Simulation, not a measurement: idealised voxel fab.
process module | voxel capacitor over wiring
cross-section cut | 235 nm wide | cells 5 nm
A cross-section is a grid of square cells, given in bands from the top down. A band is one or more rows of cells.
Each band's line starts with the height of the band's top and of its bottom, in nm. Then come its materials from left to right, each with its width in nm. One material with "throughout" fills the band from edge to edge. "air" is empty space.
Height 0 is the level under which the wafer as received is all one material. The lowest band goes on downwards, as in "0 down".
A width such as "30 to 40" changes by the same amount from each row of cells to the next, from the band's top row to its bottom row.
"no change" after a step means that no cell of the cross-section changed.
closed voids: empty space of 8 cells or more with no open way to the top, each as width x height at its distance from the left edge, in nm
after a step's settings: what the simulator itself notes on the step
overlay nm, on a step with a mask: how far to the right of its planned place the mask lay; to the left if negative
plan
1 op RECEIVE | material Si
2 op CONFORMAL_DEP | material SiO2 | thk nm 15
3 op DIRECTIONAL_DEP | material TiN | thk nm 5
4 op DIRECTIONAL_DEP | material W | thk nm 20
5 op DIRECTIONAL_DEP | material aC | thk nm 15
6 op PATTERN | tone cover | mask id METAL_1 | material resist | width nm 25 | pitch nm 85 | thk nm 35 | overlay nm 0
7 op DIRECTIONAL_ETCH | etch materials aC | depth nm 15
8 op STRIP | etch materials resist
9 op DIRECTIONAL_ETCH | etch materials W | depth nm 20
10 op DIRECTIONAL_ETCH | etch materials TiN | depth nm 5
11 op STRIP | etch materials aC
12 op FILL_DEP | material SiO2 | thk nm 10
13 op CMP | height nm 40
14 op CONFORMAL_DEP | material SiCN | thk nm 5
15 op DIRECTIONAL_DEP | material lowk | thk nm 15
16 op MASKED_ETCH | tone open | mask id PLUG_1 | width nm 15 | etch materials lowk | depth nm 15 | overlay nm 0
17 op MASKED_ETCH | tone open | mask id PLUG_1 | width nm 15 | etch materials SiCN | depth nm 5 | overlay nm 0
18 op CONFORMAL_DEP | material TiN | thk nm 5
19 op FILL_DEP | material Ru | thk nm 10
20 op CMP | height nm 60
21 op DIRECTIONAL_DEP | material TiN | thk nm 5
22 op DIRECTIONAL_DEP | material SiN | thk nm 5
23 op DIRECTIONAL_DEP | material TiN | thk nm 10
24 op DIRECTIONAL_DEP | material aC | thk nm 10
25 op PATTERN | tone cover | mask id UPPER_PLATE | material resist | width nm 65 | thk nm 25 | overlay nm 0
26 op DIRECTIONAL_ETCH | etch materials aC | depth nm 10
27 op STRIP | etch materials resist
28 op DIRECTIONAL_ETCH | etch materials TiN | depth nm 10
29 op DIRECTIONAL_ETCH | etch materials SiN | depth nm 5
30 op STRIP | etch materials aC
31 op DIRECTIONAL_DEP | material aC | thk nm 10
32 op PATTERN | tone cover | mask id LOWER_PLATE | material resist | width nm 75 | thk nm 30 | overlay nm 0
33 op DIRECTIONAL_ETCH | etch materials aC | depth nm 10
34 op STRIP | etch materials resist
35 op DIRECTIONAL_ETCH | etch materials TiN | depth nm 5
36 op STRIP | etch materials aC
37 op FILL_DEP | material SiO2 | thk nm 15
38 op CMP | height nm 90
39 op PATTERN | tone open | mask id PLUG_2 | material resist | width nm 15 | thk nm 20 | overlay nm 0
40 op DIRECTIONAL_ETCH | etch materials SiO2 | depth nm 10
41 op STRIP | etch materials resist
42 op CONFORMAL_DEP | material TiN | thk nm 5
43 op FILL_DEP | material Cu | thk nm 5
44 op CMP | height nm 90
45 op CONFORMAL_DEP | material SiN | thk nm 5
first wafer, as planned
as received, after step 1
  0 down: Si throughout
  closed voids: none
after step 2
  15 to 0: SiO2 throughout
  below 0: unchanged
after step 3
  20 to 15: TiN throughout
  below 15: unchanged
after step 4
  40 to 20: W throughout
  below 20: unchanged
after step 5
  55 to 40: aC throughout
  below 40: unchanged
after step 6
  90 to 55: air 60 | resist 25 | air 60 | resist 25 | air 65
  below 55: unchanged
after step 7
  75 to 55: air 60 | resist 25 | air 60 | resist 25 | air 65
  55 to 40: air 60 | aC 25 | air 60 | aC 25 | air 65
  below 40: unchanged
after step 8
  55 to 40: air 60 | aC 25 | air 60 | aC 25 | air 65
  below 40: unchanged
after step 9
  55 to 40: air 60 | aC 25 | air 60 | aC 25 | air 65
  40 to 20: air 60 | W 25 | air 60 | W 25 | air 65
  below 20: unchanged
after step 10
  55 to 40: air 60 | aC 25 | air 60 | aC 25 | air 65
  40 to 20: air 60 | W 25 | air 60 | W 25 | air 65
  20 to 15: air 60 | TiN 25 | air 60 | TiN 25 | air 65
  below 15: unchanged
after step 11
  40 to 20: air 60 | W 25 | air 60 | W 25 | air 65
  below 20: unchanged
after step 12
  50 to 40: SiO2 throughout
  40 to 20: SiO2 60 | W 25 | SiO2 60 | W 25 | SiO2 65
  20 to 15: SiO2 60 | TiN 25 | SiO2 60 | TiN 25 | SiO2 65
  below 15: unchanged
after step 13
  40 to 20: SiO2 60 | W 25 | SiO2 60 | W 25 | SiO2 65
  below 20: unchanged
after step 14
  45 to 40: SiCN throughout
  below 40: unchanged
after step 15
  60 to 45: lowk throughout
  below 45: unchanged
after step 16
  60 to 45: lowk 70 | air 15 | lowk 150
  below 45: unchanged
after step 17
  60 to 45: lowk 70 | air 15 | lowk 150
  45 to 40: SiCN 70 | air 15 | SiCN 150
  below 40: unchanged
after step 18
  65 to 60: TiN 75 | air 5 | TiN 155
  60 to 45: lowk 70 | TiN 5 | air 5 | TiN 5 | lowk 150
  45 to 40: SiCN 70 | TiN 15 | SiCN 150
  below 40: unchanged
after step 19
  75 to 65: Ru throughout
  65 to 60: TiN 75 | Ru 5 | TiN 155
  60 to 45: lowk 70 | TiN 5 | Ru 5 | TiN 5 | lowk 150
  below 45: unchanged
after step 20
  60 to 45: lowk 70 | TiN 5 | Ru 5 | TiN 5 | lowk 150
  below 45: unchanged
after step 21
  65 to 60: TiN throughout
  below 60: unchanged
after step 22
  70 to 65: SiN throughout
  below 65: unchanged
after step 23
  80 to 70: TiN throughout
  below 70: unchanged
after step 24
  90 to 80: aC throughout
  below 80: unchanged
after step 25
  115 to 90: air 70 | resist 65 | air 100
  below 90: unchanged
after step 26
  105 to 90: air 70 | resist 65 | air 100
  90 to 80: air 70 | aC 65 | air 100
  below 80: unchanged
after step 27
  90 to 80: air 70 | aC 65 | air 100
  below 80: unchanged
after step 28
  90 to 80: air 70 | aC 65 | air 100
  80 to 70: air 70 | TiN 65 | air 100
  below 70: unchanged
after step 29
  90 to 80: air 70 | aC 65 | air 100
  80 to 70: air 70 | TiN 65 | air 100
  70 to 65: air 70 | SiN 65 | air 100
  below 65: unchanged
after step 30
  80 to 70: air 70 | TiN 65 | air 100
  below 70: unchanged
after step 31
  90 to 80: air 70 | aC 65 | air 100
  80 to 75: air 70 | TiN 65 | air 100
  75 to 70: aC 70 | TiN 65 | aC 100
  70 to 65: aC 70 | SiN 65 | aC 100
  below 65: unchanged
after step 32
  120 to 90: air 65 | resist 75 | air 95
  90 to 80: air 65 | resist 5 | aC 65 | resist 5 | air 95
  80 to 75: air 65 | resist 5 | TiN 65 | resist 5 | air 95
  below 75: unchanged
after step 33
  110 to 90: air 65 | resist 75 | air 95
  90 to 80: air 65 | resist 5 | aC 65 | resist 5 | air 95
  80 to 75: air 65 | resist 5 | TiN 65 | resist 5 | air 95
  75 to 70: air 65 | aC 5 | TiN 65 | aC 5 | air 95
  70 to 65: air 65 | aC 5 | SiN 65 | aC 5 | air 95
  below 65: unchanged
after step 34
  90 to 80: air 70 | aC 65 | air 100
  80 to 75: air 70 | TiN 65 | air 100
  below 75: unchanged
after step 35
  90 to 80: air 70 | aC 65 | air 100
  80 to 75: air 70 | TiN 65 | air 100
  75 to 70: air 65 | aC 5 | TiN 65 | aC 5 | air 95
  70 to 65: air 65 | aC 5 | SiN 65 | aC 5 | air 95
  65 to 60: air 65 | TiN 75 | air 95
  below 60: unchanged
after step 36
  80 to 70: air 70 | TiN 65 | air 100
  70 to 65: air 70 | SiN 65 | air 100
  below 65: unchanged
after step 37
  95 to 80: SiO2 throughout
  80 to 70: SiO2 70 | TiN 65 | SiO2 100
  70 to 65: SiO2 70 | SiN 65 | SiO2 100
  65 to 60: SiO2 65 | TiN 75 | SiO2 95
  below 60: unchanged
after step 38
  90 to 80: SiO2 throughout
  below 80: unchanged
after step 39
  110 to 90: resist 80 | air 15 | resist 140
  below 90: unchanged
after step 40
  110 to 90: resist 80 | air 15 | resist 140
  90 to 80: SiO2 80 | air 15 | SiO2 140
  below 80: unchanged
after step 41
  90 to 80: SiO2 80 | air 15 | SiO2 140
  below 80: unchanged
after step 42
  95 to 90: TiN 85 | air 5 | TiN 145
  90 to 85: SiO2 80 | TiN 5 | air 5 | TiN 5 | SiO2 140
  85 to 80: SiO2 80 | TiN 15 | SiO2 140
  below 80: unchanged
after step 43
  100 to 95: Cu throughout
  95 to 90: TiN 85 | Cu 5 | TiN 145
  90 to 85: SiO2 80 | TiN 5 | Cu 5 | TiN 5 | SiO2 140
  below 85: unchanged
after step 44
  90 to 85: SiO2 80 | TiN 5 | Cu 5 | TiN 5 | SiO2 140
  below 85: unchanged
after step 45
  95 to 90: SiN throughout
  below 90: unchanged
second wafer: like start, like plan, one mistake. Through step 24 it matches the first wafer
when step 25 should have ended
  115 to 90: resist 70 | air 65 | resist 100
  below 90: unchanged
when step 26 should have ended
  105 to 90: resist 70 | air 65 | resist 100
  90 to 80: aC 70 | air 65 | aC 100
  below 80: unchanged
when step 27 should have ended
  90 to 80: aC 70 | air 65 | aC 100
  below 80: unchanged
when step 28 should have ended
  90 to 80: aC 70 | air 65 | aC 100
  80 to 70: TiN 70 | air 65 | TiN 100
  below 70: unchanged
when step 29 should have ended
  90 to 80: aC 70 | air 65 | aC 100
  80 to 70: TiN 70 | air 65 | TiN 100
  70 to 65: SiN 70 | air 65 | SiN 100
  below 65: unchanged
when step 30 should have ended
  80 to 70: TiN 70 | air 65 | TiN 100
  below 70: unchanged
when step 31 should have ended
  90 to 80: aC 70 | air 65 | aC 100
  80 to 75: TiN 70 | air 65 | TiN 100
  75 to 70: TiN 70 | aC 65 | TiN 100
  70 to 65: SiN 70 | aC 65 | SiN 100
  below 65: unchanged
when step 32 should have ended
  120 to 90: air 65 | resist 75 | air 95
  90 to 80: aC 70 | resist 65 | aC 100
  80 to 75: TiN 70 | resist 65 | TiN 100
  below 75: unchanged
when step 33 should have ended
  110 to 90: air 65 | resist 75 | air 95
  90 to 80: air 65 | aC 5 | resist 65 | aC 5 | air 95
  below 80: unchanged
when step 34 should have ended
  90 to 80: air 65 | aC 5 | air 65 | aC 5 | air 95
  80 to 75: TiN 70 | air 65 | TiN 100
  below 75: unchanged
when step 35 should have ended
  90 to 80: air 65 | aC 5 | air 65 | aC 5 | air 95
  80 to 75: air 65 | TiN 5 | air 65 | TiN 5 | air 95
  below 75: unchanged
when step 36 should have ended
  80 to 75: air 65 | TiN 5 | air 65 | TiN 5 | air 95
  75 to 70: TiN 70 | air 65 | TiN 100
  70 to 65: SiN 70 | air 65 | SiN 100
  below 65: unchanged
when step 37 should have ended
  95 to 80: SiO2 throughout
  80 to 75: SiO2 65 | TiN 5 | SiO2 65 | TiN 5 | SiO2 95
  75 to 70: TiN 70 | SiO2 65 | TiN 100
  70 to 65: SiN 70 | SiO2 65 | SiN 100
  below 65: unchanged
when step 38 should have ended
  90 to 80: SiO2 throughout
  below 80: unchanged
when step 39 should have ended
  110 to 90: resist 80 | air 15 | resist 140
  below 90: unchanged
when step 40 should have ended
  110 to 90: resist 80 | air 15 | resist 140
  90 to 80: SiO2 80 | air 15 | SiO2 140
  below 80: unchanged
when step 41 should have ended
  90 to 80: SiO2 80 | air 15 | SiO2 140
  below 80: unchanged
when step 42 should have ended
  95 to 90: TiN 85 | air 5 | TiN 145
  90 to 85: SiO2 80 | TiN 5 | air 5 | TiN 5 | SiO2 140
  85 to 80: SiO2 80 | TiN 15 | SiO2 140
  below 80: unchanged
when step 43 should have ended
  100 to 95: Cu throughout
  95 to 90: TiN 85 | Cu 5 | TiN 145
  90 to 85: SiO2 80 | TiN 5 | Cu 5 | TiN 5 | SiO2 140
  below 85: unchanged
when step 44 should have ended
  90 to 85: SiO2 80 | TiN 5 | Cu 5 | TiN 5 | SiO2 140
  below 85: unchanged
when step 45 should have ended
  95 to 90: SiN throughout
  below 90: unchanged
what went wrong: step 25 ran as: op PATTERN | tone open | mask id UPPER_PLATE | material resist | width nm 65 | thk nm 25 | overlay nm 0
at the end the second wafer has, in cells: 21 more of SiN | 63 fewer of SiO2 | 42 more of TiN
